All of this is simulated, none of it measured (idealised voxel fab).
The following is a process module called voxel self aligned vias.
Square cells of 5 nm make up the cross-section cut, whose width is 235 nm.
Format of a cross-section: grid, square cells. Given as bands. Order: top down. Band: one or more rows of cells.
Band: top height; bottom height; in nm. Then, left to right: material with width in nm, for each material. "edge to edge": a single material spanning edge to edge. "air": empty space.
Height 0 is the level under which the wafer as received is all one material. The lowest band goes on downwards, as in "top 0, no bottom".
Width: "30 to 40" (first number = top row, second number = bottom row, same change from row to row of cells).
A step reported as "no change" is a step in which no cell of the cross-section changed.
Look at "Cavities, closed" for the closed voids: empty spaces with no open path to the top, sized 8 cells or up. Each is width x height at distance, distance from the left edge, all nm.
Heads up: the bit after the settings on a step's line is the simulator's remark on that step.
On any step carrying a mask, the "overlay nm" setting, if present on the step's line, tells how far right of its planned place the mask lay; negative values point to the left.

-- The steps planned for the process are as follows
- 1: RECEIVE | material Si
- 2: CONFORMAL_DEP | material SiO2 | thk nm 15
- 3: CONFORMAL_DEP | material SiCN | thk nm 5
- 4: DIRECTIONAL_DEP | material SiO2 | thk nm 30
- 5: MASKED_ETCH | tone open | mask id LINES | width nm 30 | pitch nm 70 | etch materials SiO2 | depth nm 30 | overlay nm 0
- 6: CONFORMAL_DEP | material TiN | thk nm 5
- 7: FILL_DEP | material W | thk nm 10
- 8: CMP | height nm 50
- 9: SELECTIVE_ETCH | etch materials W Ru TiN | depth nm 10
- 10: FILL_DEP | material SiN | thk nm 5
- 11: CMP | height nm 50
- 12: DIRECTIONAL_DEP | material SiO2 | thk nm 20
- 13: PATTERN | tone open | mask id VIAS | material resist | width nm 50 | pitch nm 140 | thk nm 20 | overlay nm 0
- 14: DIRECTIONAL_ETCH | etch materials SiO2 | depth nm 20
- 15: DIRECTIONAL_ETCH | etch materials SiN | depth nm 10
- 16: STRIP | etch materials resist
- 17: CONFORMAL_DEP | material TiN | thk nm 5
- 18: FILL_DEP | material W | thk nm 10
- 19: CMP | height nm 70
- 20: CONFORMAL_DEP | material SiN | thk nm 5

-- As-received state of the wafer in cross-section, equivalent to post-step 1
- top 0, no bottom | Si edge to edge
- Cavities, closed: none

-- The module was run from the start shown above using the plan shown above, but one mistake was made doing it; the resulting wafer cross-section is below
- top 75, bottom 70 | SiN edge to edge
- top 70, bottom 55 | SiO2 20 nm | TiN 5 nm | W 40 nm | TiN 5 nm | SiO2 90 nm | TiN 5 nm | W 40 nm | TiN 5 nm | SiO2 25 nm
- top 55, bottom 50 | SiO2 20 nm | TiN 50 nm | SiO2 90 nm | TiN 50 nm | SiO2 25 nm
- top 50, bottom 40 | SiN 20 nm | TiN 10 nm | SiO2 30 nm | TiN 10 nm | SiN 30 nm | SiO2 30 nm | SiN 30 nm | TiN 10 nm | SiO2 30 nm | TiN 10 nm | SiN 25 nm
- top 40, bottom 25 | W 25 nm | TiN 5 nm | SiO2 30 nm | TiN 5 nm | W 30 nm | TiN 5 nm | SiO2 30 nm | TiN 5 nm | W 30 nm | TiN 5 nm | SiO2 30 nm | TiN 5 nm | W 30 nm
- top 25, bottom 20 | TiN 30 nm | SiO2 30 nm | TiN 40 nm | SiO2 30 nm | TiN 40 nm | SiO2 30 nm | TiN 35 nm
- top 20, bottom 15 | SiCN edge to edge
- top 15, bottom 0 | SiO2 edge to edge
- top 0, no bottom | Si edge to edge
- Cavities, closed: none
What was the processing mistake? step 5 changed vs plan, executed as MASKED_ETCH | tone cover | mask id LINES | width nm 30 | pitch nm 70 | etch materials SiO2 | depth nm 30 | overlay nm 0
